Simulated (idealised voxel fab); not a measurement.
process module | voxel gate over fins
cross-section cut | 180 nm wide | cells 5 nm
A cross-section is a grid of square cells, given in bands from the top down. A band is one or more rows of cells.
Each band's line starts with the height of the band's top and of its bottom, in nm. Then come its materials from left to right, each with its width in nm. One material with "throughout" fills the band from edge to edge. "air" is empty space.
Height 0 is the level under which the wafer as received is all one material. The lowest band goes on downwards, as in "0 down".
A width such as "30 to 40" changes by the same amount from each row of cells to the next, from the band's top row to its bottom row.
"no change" after a step means that no cell of the cross-section changed.
closed voids: empty space of 8 cells or more with no open way to the top, each as width x height at its distance from the left edge, in nm
after a step's settings: what the simulator itself notes on the step
overlay nm, on a step with a mask: how far to the right of its planned place the mask lay; to the left if negative
plan
1 op RECEIVE | material Si
2 op CONFORMAL_DEP | material SiN | thk nm 10
3 op PATTERN | tone cover | mask id FINS | material resist | width nm 15 | pitch nm 35 | thk nm 20 | overlay nm -15
4 op DIRECTIONAL_ETCH | etch materials SiN | depth nm 10
5 op DIRECTIONAL_ETCH | etch materials Si | depth nm 35
6 op STRIP | etch materials resist
7 op OXIDIZE | depth nm 5
8 op FILL_DEP | material SiO2 | thk nm 5
9 op CMP | height nm 10
10 op SELECTIVE_ETCH | etch materials SiO2 | depth nm 25
11 op STRIP | etch materials SiN
12 op CONFORMAL_DEP | material HfO2 | thk nm 5
13 op CONFORMAL_DEP | material TiN | thk nm 5
14 op FILL_DEP | material W | thk nm 10
15 op CMP | height nm 15
16 op CONFORMAL_DEP | material SiN | thk nm 5
varied across the wafers: overlay nm of step 3. The plan shows the first wafer's value. All wafers start alike
first wafer as received, after step 1
  0 down: Si throughout
  closed voids: none
first wafer at the end, after step 16
  20 to 15: SiN throughout
  15 to 10: W throughout
  10 to 5: W 10 | TiN 25 | W 10 | TiN 25 | W 10 | TiN 25 | W 10 | TiN 25 | W 40
  5 to 0: W 10 | TiN 5 | HfO2 15 | TiN 5 | W 10 | TiN 5 | HfO2 15 | TiN 5 | W 10 | TiN 5 | HfO2 15 | TiN 5 | W 10 | TiN 5 | HfO2 15 | TiN 5 | W 40
  0 to -5: W 10 | TiN 5 | HfO2 5 | Si 5 | HfO2 5 | TiN 5 | W 10 | TiN 5 | HfO2 5 | Si 5 | HfO2 5 | TiN 5 | W 10 | TiN 5 | HfO2 5 | Si 5 | HfO2 5 | TiN 5 | W 10 | TiN 5 | HfO2 5 | Si 5 | HfO2 5 | TiN 5 | W 40
  -5 to -10: TiN 15 | HfO2 5 | Si 5 | HfO2 5 | TiN 20 | HfO2 5 | Si 5 | HfO2 5 | TiN 20 | HfO2 5 | Si 5 | HfO2 5 | TiN 20 | HfO2 5 | Si 5 | HfO2 5 | TiN 45
  -10 to -15: HfO2 20 | Si 5 | HfO2 30 | Si 5 | HfO2 30 | Si 5 | HfO2 30 | Si 5 | HfO2 50
  -15 to -40: SiO2 20 | Si 5 | SiO2 30 | Si 5 | SiO2 30 | Si 5 | SiO2 30 | Si 5 | SiO2 50
  -40 down: Si throughout
  closed voids: none
last wafer at the end
  20 to 15: SiN throughout
  15 to 10: W throughout
  10 to 5: W 40 | TiN 25 | W 10 | TiN 25 | W 10 | TiN 25 | W 10 | TiN 25 | W 10
  5 to 0: W 40 | TiN 5 | HfO2 15 | TiN 5 | W 10 | TiN 5 | HfO2 15 | TiN 5 | W 10 | TiN 5 | HfO2 15 | TiN 5 | W 10 | TiN 5 | HfO2 15 | TiN 5 | W 10
  0 to -5: W 40 | TiN 5 | HfO2 5 | Si 5 | HfO2 5 | TiN 5 | W 10 | TiN 5 | HfO2 5 | Si 5 | HfO2 5 | TiN 5 | W 10 | TiN 5 | HfO2 5 | Si 5 | HfO2 5 | TiN 5 | W 10 | TiN 5 | HfO2 5 | Si 5 | HfO2 5 | TiN 5 | W 10
  -5 to -10: TiN 45 | HfO2 5 | Si 5 | HfO2 5 | TiN 20 | HfO2 5 | Si 5 | HfO2 5 | TiN 20 | HfO2 5 | Si 5 | HfO2 5 | TiN 20 | HfO2 5 | Si 5 | HfO2 5 | TiN 15
  -10 to -15: HfO2 50 | Si 5 | HfO2 30 | Si 5 | HfO2 30 | Si 5 | HfO2 30 | Si 5 | HfO2 20
  -15 to -40: SiO2 50 | Si 5 | SiO2 30 | Si 5 | SiO2 30 | Si 5 | SiO2 30 | Si 5 | SiO2 20
  -40 down: Si throughout
  closed voids: none
each wafer at the end: cells of each material gained (+) or lost (-) since it was received, then its closed voids
overlay nm -15 | +60 HfO2 | -256 Si | +36 SiN | +160 SiO2 | +60 TiN | +84 W | closed voids: none
overlay nm -10 | +60 HfO2 | -256 Si | +36 SiN | +160 SiO2 | +60 TiN | +84 W | closed voids: none
overlay nm -5 | +60 HfO2 | -256 Si | +36 SiN | +160 SiO2 | +60 TiN | +84 W | closed voids: none
overlay nm 0 | +60 HfO2 | -256 Si | +36 SiN | +160 SiO2 | +60 TiN | +84 W | closed voids: none
overlay nm 5 | +60 HfO2 | -256 Si | +36 SiN | +160 SiO2 | +60 TiN | +84 W | closed voids: none
overlay nm 10 | +60 HfO2 | -256 Si | +36 SiN | +160 SiO2 | +60 TiN | +84 W | closed voids: none
overlay nm 15 | +60 HfO2 | -256 Si | +36 SiN | +160 SiO2 | +60 TiN | +84 W | closed voids: none
